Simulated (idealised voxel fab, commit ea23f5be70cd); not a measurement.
Process module heading - voxel wiring stack
Cross-sectional view cut (width: 215 nm; square cell size: 5 nm).
Cross-section format: a grid of square cells, given as bands from top to bottom; each band is one or more rows of cells. Quick guide to a band line: top height, bottom height (nm) up front; then every material left to right with its width in nm. Only one material and it's marked "edge to edge"? Then it fills the band edge to edge. And "air" just means empty space. Convention: height 0 is the level below which the wafer, as received, is all one material. The lowest band does not terminate at the bottom but continues downward, represented as "z 0 and below". The two numbers in a width such as "30->40" mark its ends across the band: the first belongs to the top row of cells, the second to the bottom row, and from each row to the next the width moves by the same amount. Any step labelled "no alterations made" changed none of the cells in the cross-section. Enclosed voids (no open way to top), threshold 8 cells or more, entry "Closed void inventory", notation width x height at distance, distance from left edge, nm. That trailing text on a step's line, after the settings, is the simulator's own remark on the step. "overlay nm" answers the question of how far to the right of plan the mask lay on a step that has a mask, and when it is negative the answer is to the left.
**Planned step list for the process**
step 1: RECEIVE | material Si
step 2: CONFORMAL_DEP | material SiO2 | thk nm 10
step 3: CONFORMAL_DEP | material SiCN | thk nm 5
step 4: DIRECTIONAL_DEP | material SiO2 | thk nm 15
step 5: MASKED_ETCH | tone open | mask id METAL_1 | width nm 25 | pitch nm 50 | etch materials SiO2 | depth nm 15 | overlay nm 0
step 6: MASKED_ETCH | tone open | mask id METAL_1 | width nm 25 | pitch nm 50 | etch materials SiCN | depth nm 5 | overlay nm 0
step 7: CONFORMAL_DEP | material TiN | thk nm 5
step 8: FILL_DEP | material W | thk nm 5
step 9: CMP | height nm 30
step 10: CONFORMAL_DEP | material SiCN | thk nm 5
step 11: DIRECTIONAL_DEP | material lowk | thk nm 20
step 12: PATTERN | tone open | mask id PLUG_1 | material resist | width nm 15 | pitch nm 100 | thk nm 15 | overlay nm 0
step 13: DIRECTIONAL_ETCH | etch materials lowk | depth nm 20
step 14: DIRECTIONAL_ETCH | etch materials SiCN | depth nm 5
step 15: STRIP | etch materials resist
step 16: EPI | material Ru | thk nm 10
step 17: EPI | material Ru | thk nm 10
step 18: EPI | material Ru | thk nm 5
step 19: DIRECTIONAL_DEP | material TiN | thk nm 5
step 20: DIRECTIONAL_DEP | material Ru | thk nm 20
step 21: PATTERN | tone cover | mask id METAL_2 | material resist | width nm 25 | pitch nm 50 | thk nm 20 | overlay nm 0
step 22: DIRECTIONAL_ETCH | etch materials Ru | depth nm 20
step 23: DIRECTIONAL_ETCH | etch materials TiN | depth nm 5
step 24: STRIP | etch materials resist
step 25: FILL_DEP | material SiO2 | thk nm 10
step 26: CMP | height nm 80
step 27: CONFORMAL_DEP | material SiCN | thk nm 5
step 28: DIRECTIONAL_DEP | material lowk | thk nm 15
step 29: PATTERN | tone open | mask id PLUG_2 | material resist | width nm 15 | pitch nm 100 | thk nm 20 | overlay nm 0
step 30: DIRECTIONAL_ETCH | etch materials lowk | depth nm 15
step 31: DIRECTIONAL_ETCH | etch materials SiCN | depth nm 5
step 32: STRIP | etch materials resist
step 33: CONFORMAL_DEP | material TiN | thk nm 5
step 34: FILL_DEP | material Cu | thk nm 5
step 35: CMP | height nm 100
step 36: DIRECTIONAL_DEP | material TiN | thk nm 5
step 37: DIRECTIONAL_DEP | material Ru | thk nm 15
step 38: MASKED_ETCH | tone cover | mask id METAL_3 | width nm 25 | pitch nm 50 | etch materials Ru | depth nm 15 | overlay nm 0
step 39: MASKED_ETCH | tone cover | mask id METAL_3 | width nm 25 | pitch nm 50 | etch materials TiN | depth nm 5 | overlay nm 0
step 40: FILL_DEP | material SiO2 | thk nm 10
step 41: CMP | height nm 120
step 42: CONFORMAL_DEP | material SiN | thk nm 5
**Of two wafers, the first: run according to plan**
**Wafer as received: cross-section following step 1**
	z 0 and below | Si edge to edge
	Closed void inventory: none
**Step 2 done - wafer cross-section**
	z 10 to 0 | SiO2 edge to edge
	All layers under 0 are left as they were.
**Step 3 done - wafer cross-section**
	z 15 to 10 | SiCN edge to edge
	All layers under 10 are left as they were.
**Step 4 done - wafer cross-section**
	z 30 to 15 | SiO2 edge to edge
	All layers under 15 are left as they were.
**Step 5 done - wafer cross-section**
	z 30 to 15 | SiO2 (45); air (25); SiO2 (25); air (25); SiO2 (25); air (25); SiO2 (45)
	All layers under 15 are left as they were.
**Step 6 done - wafer cross-section**
	z 30 to 15 | SiO2 (45); air (25); SiO2 (25); air (25); SiO2 (25); air (25); SiO2 (45)
	z 15 to 10 | SiCN (45); air (25); SiCN (25); air (25); SiCN (25); air (25); SiCN (45)
	All layers under 10 are left as they were.
**Step 7 done - wafer cross-section**
	z 35 to 30 | TiN (50); air (15); TiN (35); air (15); TiN (35); air (15); TiN (50)
	z 30 to 15 | SiO2 (45); TiN (5); air (15); TiN (5); SiO2 (25); TiN (5); air (15); TiN (5); SiO2 (25); TiN (5); air (15); TiN (5); SiO2 (45)
	z 15 to 10 | SiCN (45); TiN (25); SiCN (25); TiN (25); SiCN (25); TiN (25); SiCN (45)
	All layers under 10 are left as they were.
**Step 8 done - wafer cross-section**
	z 40 to 35 | W edge to edge
	z 35 to 30 | TiN (50); W (15); TiN (35); W (15); TiN (35); W (15); TiN (50)
	z 30 to 15 | SiO2 (45); TiN (5); W (15); TiN (5); SiO2 (25); TiN (5); W (15); TiN (5); SiO2 (25); TiN (5); W (15); TiN (5); SiO2 (45)
	All layers under 15 are left as they were.
**Step 9 done - wafer cross-section**
	z 30 to 15 | SiO2 (45); TiN (5); W (15); TiN (5); SiO2 (25); TiN (5); W (15); TiN (5); SiO2 (25); TiN (5); W (15); TiN (5); SiO2 (45)
	All layers under 15 are left as they were.
**Step 10 done - wafer cross-section**
	z 35 to 30 | SiCN edge to edge
	All layers under 30 are left as they were.
**Step 11 done - wafer cross-section**
	z 55 to 35 | lowk edge to edge
	All layers under 35 are left as they were.
**Step 12 done - wafer cross-section**
	z 70 to 55 | resist (45); air (15); resist (85); air (15); resist (55)
	All layers under 55 are left as they were.
**Step 13 done - wafer cross-section**
	z 70 to 55 | resist (45); air (15); resist (85); air (15); resist (55)
	z 55 to 35 | lowk (45); air (15); lowk (85); air (15); lowk (55)
	All layers under 35 are left as they were.
**Step 14 done - wafer cross-section**
	z 70 to 55 | resist (45); air (15); resist (85); air (15); resist (55)
	z 55 to 35 | lowk (45); air (15); lowk (85); air (15); lowk (55)
	z 35 to 30 | SiCN (45); air (15); SiCN (85); air (15); SiCN (55)
	All layers under 30 are left as they were.
**Step 15 done - wafer cross-section**
	z 55 to 35 | lowk (45); air (15); lowk (85); air (15); lowk (55)
	All layers under 35 are left as they were.
**Step 16 done - wafer cross-section**
	z 55 to 40 | lowk (45); air (15); lowk (85); air (15); lowk (55)
	z 40 to 35 | lowk (45); Ru (15); lowk (85); Ru (15); lowk (55)
	z 35 to 30 | SiCN (45); Ru (15); SiCN (85); Ru (15); SiCN (55)
	All layers under 30 are left as they were.
**Step 17 done - wafer cross-section**
	z 55 to 50 | lowk (45); air (15); lowk (85); air (15); lowk (55)
	z 50 to 35 | lowk (45); Ru (15); lowk (85); Ru (15); lowk (55)
	All layers under 35 are left as they were.
**Step 18 done - wafer cross-section**
	z 55 to 35 | lowk (45); Ru (15); lowk (85); Ru (15); lowk (55)
	All layers under 35 are left as they were.
**Step 19 done - wafer cross-section**
	z 60 to 55 | TiN edge to edge
	All layers under 55 are left as they were.
**Step 20 done - wafer cross-section**
	z 80 to 60 | Ru edge to edge
	All layers under 60 are left as they were.
**Step 21 done - wafer cross-section**
	z 100 to 80 | air (45); resist (25); air (25); resist (25); air (25); resist (25); air (45)
	All layers under 80 are left as they were.
**Step 22 done - wafer cross-section**
	z 100 to 80 | air (45); resist (25); air (25); resist (25); air (25); resist (25); air (45)
	z 80 to 60 | air (45); Ru (25); air (25); Ru (25); air (25); Ru (25); air (45)
	All layers under 60 are left as they were.
**Step 23 done - wafer cross-section**
	z 100 to 80 | air (45); resist (25); air (25); resist (25); air (25); resist (25); air (45)
	z 80 to 60 | air (45); Ru (25); air (25); Ru (25); air (25); Ru (25); air (45)
	z 60 to 55 | air (45); TiN (25); air (25); TiN (25); air (25); TiN (25); air (45)
	All layers under 55 are left as they were.
**Step 24 done - wafer cross-section**
	z 80 to 60 | air (45); Ru (25); air (25); Ru (25); air (25); Ru (25); air (45)
	All layers under 60 are left as they were.
**Step 25 done - wafer cross-section**
	z 90 to 80 | SiO2 edge to edge
	z 80 to 60 | SiO2 (45); Ru (25); SiO2 (25); Ru (25); SiO2 (25); Ru (25); SiO2 (45)
	z 60 to 55 | SiO2 (45); TiN (25); SiO2 (25); TiN (25); SiO2 (25); TiN (25); SiO2 (45)
	All layers under 55 are left as they were.
**Step 26 done - wafer cross-section**
	z 80 to 60 | SiO2 (45); Ru (25); SiO2 (25); Ru (25); SiO2 (25); Ru (25); SiO2 (45)
	All layers under 60 are left as they were.
**Step 27 done - wafer cross-section**
	z 85 to 80 | SiCN edge to edge
	All layers under 80 are left as they were.
**Step 28 done - wafer cross-section**
	z 100 to 85 | lowk edge to edge
	All layers under 85 are left as they were.
**Step 29 done - wafer cross-section**
	z 120 to 100 | resist (45); air (15); resist (85); air (15); resist (55)
	All layers under 100 are left as they were.
**Step 30 done - wafer cross-section**
	z 120 to 100 | resist (45); air (15); resist (85); air (15); resist (55)
	z 100 to 85 | lowk (45); air (15); lowk (85); air (15); lowk (55)
	All layers under 85 are left as they were.
**Step 31 done - wafer cross-section**
	z 120 to 100 | resist (45); air (15); resist (85); air (15); resist (55)
	z 100 to 85 | lowk (45); air (15); lowk (85); air (15); lowk (55)
	z 85 to 80 | SiCN (45); air (15); SiCN (85); air (15); SiCN (55)
	All layers under 80 are left as they were.
**Step 32 done - wafer cross-section**
	z 100 to 85 | lowk (45); air (15); lowk (85); air (15); lowk (55)
	All layers under 85 are left as they were.
**Step 33 done - wafer cross-section**
	z 105 to 100 | TiN (50); air (5); TiN (95); air (5); TiN (60)
	z 100 to 85 | lowk (45); TiN (5); air (5); TiN (5); lowk (85); TiN (5); air (5); TiN (5); lowk (55)
	z 85 to 80 | SiCN (45); TiN (15); SiCN (85); TiN (15); SiCN (55)
	All layers under 80 are left as they were.
**Step 34 done - wafer cross-section**
	z 110 to 105 | Cu edge to edge
	z 105 to 100 | TiN (50); Cu (5); TiN (95); Cu (5); TiN (60)
	z 100 to 85 | lowk (45); TiN (5); Cu (5); TiN (5); lowk (85); TiN (5); Cu (5); TiN (5); lowk (55)
	All layers under 85 are left as they were.
**Step 35 done - wafer cross-section**
	z 100 to 85 | lowk (45); TiN (5); Cu (5); TiN (5); lowk (85); TiN (5); Cu (5); TiN (5); lowk (55)
	All layers under 85 are left as they were.
**Step 36 done - wafer cross-section**
	z 105 to 100 | TiN edge to edge
	All layers under 100 are left as they were.
**Step 37 done - wafer cross-section**
	z 120 to 105 | Ru edge to edge
	All layers under 105 are left as they were.
**Step 38 done - wafer cross-section**
	z 120 to 105 | air (45); Ru (25); air (25); Ru (25); air (25); Ru (25); air (45)
	All layers under 105 are left as they were.
**Step 39 done - wafer cross-section**
	z 120 to 105 | air (45); Ru (25); air (25); Ru (25); air (25); Ru (25); air (45)
	z 105 to 100 | air (45); TiN (25); air (25); TiN (25); air (25); TiN (25); air (45)
	All layers under 100 are left as they were.
**Step 40 done - wafer cross-section**
	z 130 to 120 | SiO2 edge to edge
	z 120 to 105 | SiO2 (45); Ru (25); SiO2 (25); Ru (25); SiO2 (25); Ru (25); SiO2 (45)
	z 105 to 100 | SiO2 (45); TiN (25); SiO2 (25); TiN (25); SiO2 (25); TiN (25); SiO2 (45)
	All layers under 100 are left as they were.
**Step 41 done - wafer cross-section**
	z 120 to 105 | SiO2 (45); Ru (25); SiO2 (25); Ru (25); SiO2 (25); Ru (25); SiO2 (45)
	All layers under 105 are left as they were.
**Step 42 done - wafer cross-section**
	z 125 to 120 | SiN edge to edge
	All layers under 120 are left as they were.
**The second wafer: identical to the first at the outset and in its planned sequence, differing only in that one mistake was made during processing; up to and including step 38, its path is the first wafer's path**
**Cross-section of the second wafer corresponding to the planned conclusion of step 39**
	z 120 to 105 | air (45); Ru (25); air (25); Ru (25); air (25); Ru (25); air (45)
	z 105 to 100 | air (40); TiN (35); air (15); TiN (35); air (15); TiN (35); air (40)
	All layers under 100 are left as they were.
**Cross-section of the second wafer corresponding to the planned conclusion of step 40**
	z 130 to 120 | SiO2 edge to edge
	z 120 to 105 | SiO2 (45); Ru (25); SiO2 (25); Ru (25); SiO2 (25); Ru (25); SiO2 (45)
	z 105 to 100 | SiO2 (40); TiN (35); SiO2 (15); TiN (35); SiO2 (15); TiN (35); SiO2 (40)
	All layers under 100 are left as they were.
**Cross-section of the second wafer corresponding to the planned conclusion of step 41**
	z 120 to 105 | SiO2 (45); Ru (25); SiO2 (25); Ru (25); SiO2 (25); Ru (25); SiO2 (45)
	All layers under 105 are left as they were.
**Cross-section of the second wafer corresponding to the planned conclusion of step 42**
	z 125 to 120 | SiN edge to edge
	All layers under 120 are left as they were.
Deviation noted in wafer processing: it should be noted that step 39 was executed with settings other than those planned, the operation and settings actually applied being MASKED_ETCH | tone cover | mask id METAL_3 | width nm 35 | pitch nm 50 | etch materials TiN | depth nm 5 | overlay nm 0
In the final state, the cell counts of the second wafer exceed or fall short of those of the first for the following materials: -6 SiO2, +6 TiN
